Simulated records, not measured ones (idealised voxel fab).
Process module in this document: voxel released beams
For reference, the cross-section in this document is cut, with width 265 nm and square cells of 5 nm.
Reading order for cross-sections: top band down to bottom band. Underlying form: a grid of square cells. Band size: one or more rows of cells.
What a band's entry tells you: where the top is and where the bottom is, as heights in nm, and after that what lies inside, material by material from left to right, each with its width in nm. Empty space is written as the word "blank", and a single material marked with the word "all across" occupies the band from edge to edge.
Counting heights begins at 0, where everything beneath is, in the wafer as received, one material. The lowest band has no bottom; it goes on downwards, as "z 0 and below" shows.
Graded width ("30 to 40"): value in top row of band = first number; value in bottom row = second number; row-to-row change constant.
"nothing different" for a step: no cell of the cross-section changed in that step.
The entry titled "Tabulated closed voids" provides the empty spaces that have no open way to the top, restricted to those of 8 cells or more. Each is presented as width x height at distance, the distance being measured from the left edge, with all three in nm.
If you see something after the settings on a step's line, that's the simulator's own remark about that step.
overlay nm, on a step with a mask: how far to the right of its planned place the mask lay; to the left if negative
**Below is the list of planned process steps**
1) RECEIVE,material Si
2) CONFORMAL_DEP,material SiN,thk nm 5
3) DIRECTIONAL_DEP,material SiO2,thk nm 20
4) DIRECTIONAL_DEP,material aC,thk nm 15
5) PATTERN,tone open,mask id ANCHOR,material resist,width nm 45,thk nm 35,overlay nm 0
6) DIRECTIONAL_ETCH,etch materials aC,depth nm 15
7) STRIP,etch materials resist
8) DIRECTIONAL_ETCH,etch materials SiO2,depth nm 20
9) STRIP,etch materials aC
10) CONFORMAL_DEP,material W,thk nm 15
11) DIRECTIONAL_DEP,material aC,thk nm 10
12) PATTERN,tone cover,mask id BEAM,material resist,width nm 95,thk nm 30,overlay nm 0
13) DIRECTIONAL_ETCH,etch materials aC,depth nm 10
14) STRIP,etch materials resist
15) DIRECTIONAL_ETCH,etch materials W,depth nm 15
16) STRIP,etch materials aC
17) STRIP,etch materials SiO2
**First out of two wafers; run went to plan**
**Cross-section of the wafer at receipt, which is the condition after step 1**
- z 0 and below | Si all across
- Tabulated closed voids: none
**Cross-section of the wafer subsequent to step 2**
- z 5 to 0 | SiN all across
- Below 0, no change.
**Cross-section of the wafer subsequent to step 3**
- z 25 to 5 | SiO2 all across
- Below 5, no change.
**Cross-section of the wafer subsequent to step 4**
- z 40 to 25 | aC all across
- Below 25, no change.
**Cross-section of the wafer subsequent to step 5**
- z 75 to 40 | 85 nm resist | 45 nm blank | 135 nm resist
- Below 40, no change.
**Cross-section of the wafer subsequent to step 6**
- z 60 to 40 | 85 nm resist | 45 nm blank | 135 nm resist
- z 40 to 25 | 85 nm aC | 45 nm blank | 135 nm aC
- Below 25, no change.
**Cross-section of the wafer subsequent to step 7**
- z 40 to 25 | 85 nm aC | 45 nm blank | 135 nm aC
- Below 25, no change.
**Cross-section of the wafer subsequent to step 8**
- z 40 to 25 | 85 nm aC | 45 nm blank | 135 nm aC
- z 25 to 5 | 85 nm SiO2 | 45 nm blank | 135 nm SiO2
- Below 5, no change.
**Cross-section of the wafer subsequent to step 9**
- z 25 to 5 | 85 nm SiO2 | 45 nm blank | 135 nm SiO2
- Below 5, no change.
**Cross-section of the wafer subsequent to step 10**
- z 40 to 25 | 100 nm W | 15 nm blank | 150 nm W
- z 25 to 20 | 85 nm SiO2 | 15 nm W | 15 nm blank | 15 nm W | 135 nm SiO2
- z 20 to 5 | 85 nm SiO2 | 45 nm W | 135 nm SiO2
- Below 5, no change.
**Cross-section of the wafer subsequent to step 11**
- z 50 to 40 | 100 nm aC | 15 nm blank | 150 nm aC
- z 40 to 30 | 100 nm W | 15 nm blank | 150 nm W
- z 30 to 25 | 100 nm W | 15 nm aC | 150 nm W
- z 25 to 20 | 85 nm SiO2 | 15 nm W | 15 nm aC | 15 nm W | 135 nm SiO2
- Below 20, no change.
**Cross-section of the wafer subsequent to step 12**
- z 80 to 50 | 80 nm blank | 95 nm resist | 90 nm blank
- z 50 to 40 | 100 nm aC | 15 nm resist | 150 nm aC
- z 40 to 30 | 100 nm W | 15 nm resist | 150 nm W
- Below 30, no change.
**Cross-section of the wafer subsequent to step 13**
- z 70 to 50 | 80 nm blank | 95 nm resist | 90 nm blank
- z 50 to 40 | 80 nm blank | 20 nm aC | 15 nm resist | 60 nm aC | 90 nm blank
- Below 40, no change.
**Cross-section of the wafer subsequent to step 14**
- z 50 to 40 | 80 nm blank | 20 nm aC | 15 nm blank | 60 nm aC | 90 nm blank
- z 40 to 30 | 100 nm W | 15 nm blank | 150 nm W
- Below 30, no change.
**Cross-section of the wafer subsequent to step 15**
- z 50 to 40 | 80 nm blank | 20 nm aC | 15 nm blank | 60 nm aC | 90 nm blank
- z 40 to 30 | 80 nm blank | 20 nm W | 15 nm blank | 60 nm W | 90 nm blank
- z 30 to 25 | 80 nm blank | 20 nm W | 15 nm aC | 60 nm W | 90 nm blank
- Below 25, no change.
**Cross-section of the wafer subsequent to step 16**
- z 40 to 25 | 80 nm blank | 20 nm W | 15 nm blank | 60 nm W | 90 nm blank
- z 25 to 20 | 85 nm SiO2 | 15 nm W | 15 nm blank | 15 nm W | 135 nm SiO2
- Below 20, no change.
**Cross-section of the wafer subsequent to step 17**
- z 40 to 25 | 80 nm blank | 20 nm W | 15 nm blank | 60 nm W | 90 nm blank
- z 25 to 20 | 85 nm blank | 15 nm W | 15 nm blank | 15 nm W | 135 nm blank
- z 20 to 5 | 85 nm blank | 45 nm W | 135 nm blank
- Below 5, no change.
**It is to be noted that the second wafer proceeded from the same initial state and according to the same plan as the first, although one mistake was committed in its execution; through step 9, inclusive, the two wafers share an identical history**
**Look at the second wafer in cross-section at the time step 10 ought to have finished**
- z 55 to 25 | W all across
- z 25 to 5 | 85 nm SiO2 | 45 nm W | 135 nm SiO2
- Below 5, no change.
**Look at the second wafer in cross-section at the time step 11 ought to have finished**
- z 65 to 55 | aC all across
- Below 55, no change.
**Look at the second wafer in cross-section at the time step 12 ought to have finished**
- z 95 to 65 | 80 nm blank | 95 nm resist | 90 nm blank
- Below 65, no change.
**Look at the second wafer in cross-section at the time step 13 ought to have finished**
- z 85 to 65 | 80 nm blank | 95 nm resist | 90 nm blank
- z 65 to 55 | 80 nm blank | 95 nm aC | 90 nm blank
- Below 55, no change.
**Look at the second wafer in cross-section at the time step 14 ought to have finished**
- z 65 to 55 | 80 nm blank | 95 nm aC | 90 nm blank
- Below 55, no change.
**Look at the second wafer in cross-section at the time step 15 ought to have finished**
- z 65 to 55 | 80 nm blank | 95 nm aC | 90 nm blank
- z 55 to 40 | 80 nm blank | 95 nm W | 90 nm blank
- Below 40, no change.
**Look at the second wafer in cross-section at the time step 16 ought to have finished**
- z 55 to 40 | 80 nm blank | 95 nm W | 90 nm blank
- Below 40, no change.
Look at the second wafer in cross-section at the time step 17 ought to have finished: nothing different
Run error: plan step 10 ran twice
In the final state, the cell counts of the second wafer exceed or fall short of those of the first for the following materials: SiO2 +176; W +171
